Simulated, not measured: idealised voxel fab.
voxel self aligned vias: a process module
Displayed cross-section: cut, width of 300 nm, square cells sized 5 nm.
Each cross-section below is a grid of square cells, stated as bands in top-down order, with one or more rows of cells making up each band.
Band: top and bottom heights (nm) first, top before bottom; then materials from left to right, widths in nm. "all across" marks a sole material filling the band edge to edge. "blank" denotes empty space.
Note: height 0 marks the level under which the wafer is uniformly one material as received. Lowest band unbounded below, written "from 0 down".
Per-row width for "30 to 40": begins at first number (top row of band), ends at second number (bottom row), increment between rows held constant.
"all unchanged" -> step changed no cross-section cell.
The list in "Closed voids list" covers empty spaces of 8 cells or more that cannot reach the top through any open way, and it gives each as width x height at distance; the distance is from the left edge, and width, height and distance are in nm.
after a step's settings: what the simulator itself notes on the step
On any step carrying a mask, the "overlay nm" setting, if present on the step's line, tells how far right of its planned place the mask lay; negative values point to the left.
Planned process steps:
1: RECEIVE, material Si
2: CONFORMAL_DEP, material SiO2, thk nm 10
3: CONFORMAL_DEP, material SiCN, thk nm 5
4: DIRECTIONAL_DEP, material SiO2, thk nm 25
5: DIRECTIONAL_DEP, material aC, thk nm 15
6: PATTERN, tone open, mask id LINES, material resist, width nm 30, pitch nm 60, thk nm 30, overlay nm 0
7: DIRECTIONAL_ETCH, etch materials aC, depth nm 15
8: STRIP, etch materials resist
9: DIRECTIONAL_ETCH, etch materials SiO2, depth nm 25
10: STRIP, etch materials aC
11: CONFORMAL_DEP, material TiN, thk nm 5
12: FILL_DEP, material W, thk nm 5
13: CMP, height nm 40
14: SELECTIVE_ETCH, etch materials W Ru TiN, depth nm 10
15: FILL_DEP, material SiN, thk nm 10
16: CMP, height nm 40
17: DIRECTIONAL_DEP, material SiO2, thk nm 20
18: MASKED_ETCH, tone open, mask id VIAS, width nm 40, pitch nm 120, etch materials SiO2, depth nm 20, overlay nm 0
19: MASKED_ETCH, tone open, mask id VIAS, width nm 40, pitch nm 120, etch materials SiN, depth nm 10, overlay nm 0
20: CONFORMAL_DEP, material TiN, thk nm 5
21: FILL_DEP, material W, thk nm 5
22: CMP, height nm 60
23: CONFORMAL_DEP, material SiN, thk nm 5
Below: the first of two wafers, run as planned:
As-received state of the wafer in cross-section, equivalent to post-step 1:
    from 0 down: Si all across
    Closed voids list: none
Upon completion of step 2, the wafer appears in cross-section as shown:
    from 10 to 0: SiO2 all across
    Under the height 0 nothing was changed.
Upon completion of step 3, the wafer appears in cross-section as shown:
    from 15 to 10: SiCN all across
    Under the height 10 nothing was changed.
Upon completion of step 4, the wafer appears in cross-section as shown:
    from 40 to 15: SiO2 all across
    Under the height 15 nothing was changed.
Upon completion of step 5, the wafer appears in cross-section as shown:
    from 55 to 40: aC all across
    Under the height 40 nothing was changed.
Upon completion of step 6, the wafer appears in cross-section as shown:
    from 85 to 55: resist 75  blank 30  resist 30  blank 30  resist 30  blank 30  resist 75
    Under the height 55 nothing was changed.
Upon completion of step 7, the wafer appears in cross-section as shown:
    from 70 to 55: resist 75  blank 30  resist 30  blank 30  resist 30  blank 30  resist 75
    from 55 to 40: aC 75  blank 30  aC 30  blank 30  aC 30  blank 30  aC 75
    Under the height 40 nothing was changed.
Upon completion of step 8, the wafer appears in cross-section as shown:
    from 55 to 40: aC 75  blank 30  aC 30  blank 30  aC 30  blank 30  aC 75
    Under the height 40 nothing was changed.
Upon completion of step 9, the wafer appears in cross-section as shown:
    from 55 to 40: aC 75  blank 30  aC 30  blank 30  aC 30  blank 30  aC 75
    from 40 to 15: SiO2 75  blank 30  SiO2 30  blank 30  SiO2 30  blank 30  SiO2 75
    Under the height 15 nothing was changed.
Upon completion of step 10, the wafer appears in cross-section as shown:
    from 40 to 15: SiO2 75  blank 30  SiO2 30  blank 30  SiO2 30  blank 30  SiO2 75
    Under the height 15 nothing was changed.
Upon completion of step 11, the wafer appears in cross-section as shown:
    from 45 to 40: TiN 80  blank 20  TiN 40  blank 20  TiN 40  blank 20  TiN 80
    from 40 to 20: SiO2 75  TiN 5  blank 20  TiN 5  SiO2 30  TiN 5  blank 20  TiN 5  SiO2 30  TiN 5  blank 20  TiN 5  SiO2 75
    from 20 to 15: SiO2 75  TiN 30  SiO2 30  TiN 30  SiO2 30  TiN 30  SiO2 75
    Under the height 15 nothing was changed.
Upon completion of step 12, the wafer appears in cross-section as shown:
    from 50 to 45: W all across
    from 45 to 40: TiN 80  W 20  TiN 40  W 20  TiN 40  W 20  TiN 80
    from 40 to 20: SiO2 75  TiN 5  W 20  TiN 5  SiO2 30  TiN 5  W 20  TiN 5  SiO2 30  TiN 5  W 20  TiN 5  SiO2 75
    Under the height 20 nothing was changed.
Upon completion of step 13, the wafer appears in cross-section as shown:
    from 40 to 20: SiO2 75  TiN 5  W 20  TiN 5  SiO2 30  TiN 5  W 20  TiN 5  SiO2 30  TiN 5  W 20  TiN 5  SiO2 75
    Under the height 20 nothing was changed.
Upon completion of step 14, the wafer appears in cross-section as shown:
    from 40 to 30: SiO2 75  blank 30  SiO2 30  blank 30  SiO2 30  blank 30  SiO2 75
    Under the height 30 nothing was changed.
Upon completion of step 15, the wafer appears in cross-section as shown:
    from 50 to 40: SiN all across
    from 40 to 30: SiO2 75  SiN 30  SiO2 30  SiN 30  SiO2 30  SiN 30  SiO2 75
    Under the height 30 nothing was changed.
Upon completion of step 16, the wafer appears in cross-section as shown:
    from 40 to 30: SiO2 75  SiN 30  SiO2 30  SiN 30  SiO2 30  SiN 30  SiO2 75
    Under the height 30 nothing was changed.
Upon completion of step 17, the wafer appears in cross-section as shown:
    from 60 to 40: SiO2 all across
    Under the height 40 nothing was changed.
Upon completion of step 18, the wafer appears in cross-section as shown:
    from 60 to 40: SiO2 70  blank 40  SiO2 80  blank 40  SiO2 70
    Under the height 40 nothing was changed.
Upon completion of step 19, the wafer appears in cross-section as shown:
    from 60 to 40: SiO2 70  blank 40  SiO2 80  blank 40  SiO2 70
    from 40 to 30: SiO2 75  blank 30  SiO2 30  SiN 30  SiO2 30  blank 30  SiO2 75
    Under the height 30 nothing was changed.
Upon completion of step 20, the wafer appears in cross-section as shown:
    from 65 to 60: TiN 75  blank 30  TiN 90  blank 30  TiN 75
    from 60 to 45: SiO2 70  TiN 5  blank 30  TiN 5  SiO2 80  TiN 5  blank 30  TiN 5  SiO2 70
    from 45 to 40: SiO2 70  TiN 10  blank 20  TiN 10  SiO2 80  TiN 10  blank 20  TiN 10  SiO2 70
    from 40 to 35: SiO2 75  TiN 5  blank 20  TiN 5  SiO2 30  SiN 30  SiO2 30  TiN 5  blank 20  TiN 5  SiO2 75
    from 35 to 30: SiO2 75  TiN 30  SiO2 30  SiN 30  SiO2 30  TiN 30  SiO2 75
    Under the height 30 nothing was changed.
Upon completion of step 21, the wafer appears in cross-section as shown:
    from 70 to 65: W all across
    from 65 to 60: TiN 75  W 30  TiN 90  W 30  TiN 75
    from 60 to 45: SiO2 70  TiN 5  W 30  TiN 5  SiO2 80  TiN 5  W 30  TiN 5  SiO2 70
    from 45 to 40: SiO2 70  TiN 10  W 20  TiN 10  SiO2 80  TiN 10  W 20  TiN 10  SiO2 70
    from 40 to 35: SiO2 75  TiN 5  W 20  TiN 5  SiO2 30  SiN 30  SiO2 30  TiN 5  W 20  TiN 5  SiO2 75
    Under the height 35 nothing was changed.
Upon completion of step 22, the wafer appears in cross-section as shown:
    from 60 to 45: SiO2 70  TiN 5  W 30  TiN 5  SiO2 80  TiN 5  W 30  TiN 5  SiO2 70
    Under the height 45 nothing was changed.
Upon completion of step 23, the wafer appears in cross-section as shown:
    from 65 to 60: SiN all across
    Under the height 60 nothing was changed.
Wafer two. Identical start, identical plan. One mistake in execution. Identical history through step 1:
X-section, second wafer, when step 2 was due to finish: all unchanged
X-section, second wafer, when step 3 was due to finish:
    from 5 to 0: SiCN all across
    Under the height 0 nothing was changed.
X-section, second wafer, when step 4 was due to finish:
    from 30 to 5: SiO2 all across
    Under the height 5 nothing was changed.
X-section, second wafer, when step 5 was due to finish:
    from 45 to 30: aC all across
    Under the height 30 nothing was changed.
X-section, second wafer, when step 6 was due to finish:
    from 75 to 45: resist 75  blank 30  resist 30  blank 30  resist 30  blank 30  resist 75
    Under the height 45 nothing was changed.
X-section, second wafer, when step 7 was due to finish:
    from 60 to 45: resist 75  blank 30  resist 30  blank 30  resist 30  blank 30  resist 75
    from 45 to 30: aC 75  blank 30  aC 30  blank 30  aC 30  blank 30  aC 75
    Under the height 30 nothing was changed.
X-section, second wafer, when step 8 was due to finish:
    from 45 to 30: aC 75  blank 30  aC 30  blank 30  aC 30  blank 30  aC 75
    Under the height 30 nothing was changed.
X-section, second wafer, when step 9 was due to finish:
    from 45 to 30: aC 75  blank 30  aC 30  blank 30  aC 30  blank 30  aC 75
    from 30 to 5: SiO2 75  blank 30  SiO2 30  blank 30  SiO2 30  blank 30  SiO2 75
    Under the height 5 nothing was changed.
X-section, second wafer, when step 10 was due to finish:
    from 30 to 5: SiO2 75  blank 30  SiO2 30  blank 30  SiO2 30  blank 30  SiO2 75
    Under the height 5 nothing was changed.
X-section, second wafer, when step 11 was due to finish:
    from 35 to 30: TiN 80  blank 20  TiN 40  blank 20  TiN 40  blank 20  TiN 80
    from 30 to 10: SiO2 75  TiN 5  blank 20  TiN 5  SiO2 30  TiN 5  blank 20  TiN 5  SiO2 30  TiN 5  blank 20  TiN 5  SiO2 75
    from 10 to 5: SiO2 75  TiN 30  SiO2 30  TiN 30  SiO2 30  TiN 30  SiO2 75
    Under the height 5 nothing was changed.
X-section, second wafer, when step 12 was due to finish:
    from 40 to 35: W all across
    from 35 to 30: TiN 80  W 20  TiN 40  W 20  TiN 40  W 20  TiN 80
    from 30 to 10: SiO2 75  TiN 5  W 20  TiN 5  SiO2 30  TiN 5  W 20  TiN 5  SiO2 30  TiN 5  W 20  TiN 5  SiO2 75
    Under the height 10 nothing was changed.
X-section, second wafer, when step 13 was due to finish: all unchanged
X-section, second wafer, when step 14 was due to finish:
    from 30 to 10: SiO2 75  TiN 5  W 20  TiN 5  SiO2 30  TiN 5  W 20  TiN 5  SiO2 30  TiN 5  W 20  TiN 5  SiO2 75
    Under the height 10 nothing was changed.
X-section, second wafer, when step 15 was due to finish:
    from 40 to 30: SiN all across
    Under the height 30 nothing was changed.
X-section, second wafer, when step 16 was due to finish: all unchanged
X-section, second wafer, when step 17 was due to finish:
    from 60 to 40: SiO2 all across
    Under the height 40 nothing was changed.
X-section, second wafer, when step 18 was due to finish:
    from 60 to 40: SiO2 70  blank 40  SiO2 80  blank 40  SiO2 70
    Under the height 40 nothing was changed.
X-section, second wafer, when step 19 was due to finish:
    from 60 to 40: SiO2 70  blank 40  SiO2 80  blank 40  SiO2 70
    from 40 to 30: SiN 70  blank 40  SiN 80  blank 40  SiN 70
    Under the height 30 nothing was changed.
X-section, second wafer, when step 20 was due to finish:
    from 65 to 60: TiN 75  blank 30  TiN 90  blank 30  TiN 75
    from 60 to 40: SiO2 70  TiN 5  blank 30  TiN 5  SiO2 80  TiN 5  blank 30  TiN 5  SiO2 70
    from 40 to 35: SiN 70  TiN 5  blank 30  TiN 5  SiN 80  TiN 5  blank 30  TiN 5  SiN 70
    from 35 to 30: SiN 70  TiN 40  SiN 80  TiN 40  SiN 70
    Under the height 30 nothing was changed.
X-section, second wafer, when step 21 was due to finish:
    from 70 to 65: W all across
    from 65 to 60: TiN 75  W 30  TiN 90  W 30  TiN 75
    from 60 to 40: SiO2 70  TiN 5  W 30  TiN 5  SiO2 80  TiN 5  W 30  TiN 5  SiO2 70
    from 40 to 35: SiN 70  TiN 5  W 30  TiN 5  SiN 80  TiN 5  W 30  TiN 5  SiN 70
    Under the height 35 nothing was changed.
X-section, second wafer, when step 22 was due to finish:
    from 60 to 40: SiO2 70  TiN 5  W 30  TiN 5  SiO2 80  TiN 5  W 30  TiN 5  SiO2 70
    Under the height 40 nothing was changed.
X-section, second wafer, when step 23 was due to finish:
    from 65 to 60: SiN all across
    Under the height 60 nothing was changed.
Deviation from plan: plan step 2 never ran because it was skipped
End check, counted in cells, second wafer has more or fewer of these materials than the first: SiN: 76 more, SiO2: 120 fewer, TiN: 12 more, W: 32 more
